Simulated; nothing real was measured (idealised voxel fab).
process module | voxel self aligned contacts
cross-section cut | 240 nm wide | cells 5 nm
A cross-section is a grid of square cells, given in bands from the top down. A band is one or more rows of cells.
Each band's line starts with the height of the band's top and of its bottom, in nm. Then come its materials from left to right, each with its width in nm. One material with "throughout" fills the band from edge to edge. "air" is empty space.
Height 0 is the level under which the wafer as received is all one material. The lowest band goes on downwards, as in "0 down".
A width such as "30 to 40" changes by the same amount from each row of cells to the next, from the band's top row to its bottom row.
"no change" after a step means that no cell of the cross-section changed.
closed voids: empty space of 8 cells or more with no open way to the top, each as width x height at its distance from the left edge, in nm
after a step's settings: what the simulator itself notes on the step
overlay nm, on a step with a mask: how far to the right of its planned place the mask lay; to the left if negative
plan
1 op RECEIVE | material Si
2 op OXIDIZE | depth nm 5
3 op DIRECTIONAL_DEP | material polySi | thk nm 20
4 op DIRECTIONAL_DEP | material SiN | thk nm 20
5 op DIRECTIONAL_DEP | material aC | thk nm 10
6 op PATTERN | tone cover | mask id GATE | material resist | width nm 35 | pitch nm 75 | thk nm 25 | overlay nm 0
7 op DIRECTIONAL_ETCH | etch materials aC | depth nm 10
8 op STRIP | etch materials resist
9 op DIRECTIONAL_ETCH | etch materials SiN | depth nm 20
10 op DIRECTIONAL_ETCH | etch materials polySi | depth nm 20
11 op STRIP | etch materials aC
12 op CONFORMAL_DEP | material SiN | thk nm 10
13 op DIRECTIONAL_ETCH | etch materials SiN | depth nm 10
14 op FILL_DEP | material SiO2 | thk nm 10
15 op CMP | height nm 45
16 op MASKED_ETCH | tone open | mask id CONTACT | width nm 60 | etch materials SiO2 | depth nm 50 | overlay nm 0
17 op CONFORMAL_DEP | material TiN | thk nm 5
18 op FILL_DEP | material Ru | thk nm 5
19 op CMP | height nm 45
20 op CONFORMAL_DEP | material SiCN | thk nm 5
as received, after step 1
  0 down: Si throughout
  closed voids: none
first wafer at the end, as planned
  50 to 45: SiCN throughout
  45 to 40: SiO2 90 | TiN 25 | Ru 10 | TiN 25 | SiO2 90
  40 to 20: SiO2 55 | SiN 55 | TiN 5 | Ru 10 | TiN 5 | SiN 55 | SiO2 55
  20 to 0: SiO2 55 | SiN 10 | polySi 35 | SiN 10 | TiN 5 | Ru 10 | TiN 5 | SiN 10 | polySi 35 | SiN 10 | SiO2 55
  0 to -5: SiO2 110 | TiN 20 | SiO2 110
  -5 down: Si throughout
  closed voids: none
second wafer at the end: like start, like plan, one mistake
  50 to 45: SiCN throughout
  45 to 40: SiO2 90 | TiN 25 | Ru 10 | TiN 25 | SiO2 90
  40 to 20: SiO2 55 | SiN 55 | TiN 5 | Ru 10 | TiN 5 | SiN 55 | SiO2 55
  20 to 5: SiO2 55 | SiN 10 | polySi 35 | SiN 10 | TiN 5 | Ru 10 | TiN 5 | SiN 10 | polySi 35 | SiN 10 | SiO2 55
  5 to 0: SiO2 55 | SiN 10 | polySi 35 | SiN 10 | TiN 20 | SiN 10 | polySi 35 | SiN 10 | SiO2 55
  0 down: Si throughout
  closed voids: none
what went wrong: step 2 was left out
at the end the second wafer has, in cells: 2 fewer of Ru | 48 more of Si | 44 fewer of SiO2 | 2 fewer of TiN
